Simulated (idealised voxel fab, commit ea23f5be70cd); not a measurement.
The following process module bears the name voxel self aligned contacts.
Cross-sectional view cut (width: 235 nm; square cell size: 5 nm).
In what follows, cross-sections appear as grids of square cells, described through bands that run from the top down, where every band is one or more rows of cells. The entry gives the band's vertical extent as a top height and a bottom height in nm, then its horizontal make-up as materials from left to right, each with a width in nm. "empty" stands for empty space; a single material marked "all across" fills the band edge to edge. Zero point of the height axis is 0; under it, received wafer = one material. Lowest band: continues down indefinitely, "from 0 down". Graded width ("30 to 40"): value in top row of band = first number; value in bottom row = second number; row-to-row change constant. Step marked "no change"? Then no cell in the cross-section changed in it. Entry "Unvented cavities" = empty spaces >= 8 cells with no open way to the top; each as width x height at distance, distance from left edge, all nm. That trailing text on a step's line, after the settings, is the simulator's own remark on the step. When a step includes a mask, the "overlay nm" setting on its line states how far to the right of its planned place that mask lay, and negative values state how far to the left.

-- Planned step list for the process
step 1: RECEIVE, material Si
step 2: OXIDIZE, depth nm 5
step 3: DIRECTIONAL_DEP, material polySi, thk nm 25
step 4: DIRECTIONAL_DEP, material SiN, thk nm 15
step 5: PATTERN, tone cover, mask id GATE, material resist, width nm 30, pitch nm 65, thk nm 15, overlay nm 0
step 6: DIRECTIONAL_ETCH, etch materials SiN, depth nm 15
step 7: DIRECTIONAL_ETCH, etch materials polySi, depth nm 25
step 8: STRIP, etch materials resist
step 9: CONFORMAL_DEP, material SiN, thk nm 5
step 10: DIRECTIONAL_ETCH, etch materials SiN, depth nm 5
step 11: FILL_DEP, material SiO2, thk nm 15
step 12: CMP, height nm 45
step 13: DIRECTIONAL_DEP, material aC, thk nm 15
step 14: PATTERN, tone open, mask id CONTACT, material resist, width nm 45, pitch nm 65, thk nm 30, overlay nm 0
step 15: DIRECTIONAL_ETCH, etch materials aC, depth nm 15
step 16: STRIP, etch materials resist
step 17: DIRECTIONAL_ETCH, etch materials SiO2, depth nm 50
step 18: STRIP, etch materials aC
step 19: CONFORMAL_DEP, material TiN, thk nm 5
step 20: FILL_DEP, material Ru, thk nm 10
step 21: CMP, height nm 45
step 22: CONFORMAL_DEP, material SiCN, thk nm 5

-- as received, after step 1
	from 0 down: Si all across
	Unvented cavities: none

-- Module complete, cross-section. Starting point and plan per above. One mistake made in running the module
	from 50 to 45: SiCN all across
	from 45 to 30: 30 SiO2 / 5 SiN / 30 polySi / 5 SiN / 5 TiN / 15 Ru / 5 TiN / 5 SiN / 30 polySi / 5 SiN / 5 TiN / 15 Ru / 5 TiN / 5 SiN / 30 polySi / 5 SiN / 35 SiO2
	from 30 to 25: 30 SiO2 / 5 SiN / 30 polySi / 5 SiN / 25 TiN / 5 SiN / 30 polySi / 5 SiN / 25 TiN / 5 SiN / 30 polySi / 5 SiN / 35 SiO2
	from 25 to 0: polySi all across
	from 0 to -5: SiO2 all across
	from -5 down: Si all across
	Unvented cavities: none
Deviation noted in wafer processing: regarding the plan, step 3 was run twice
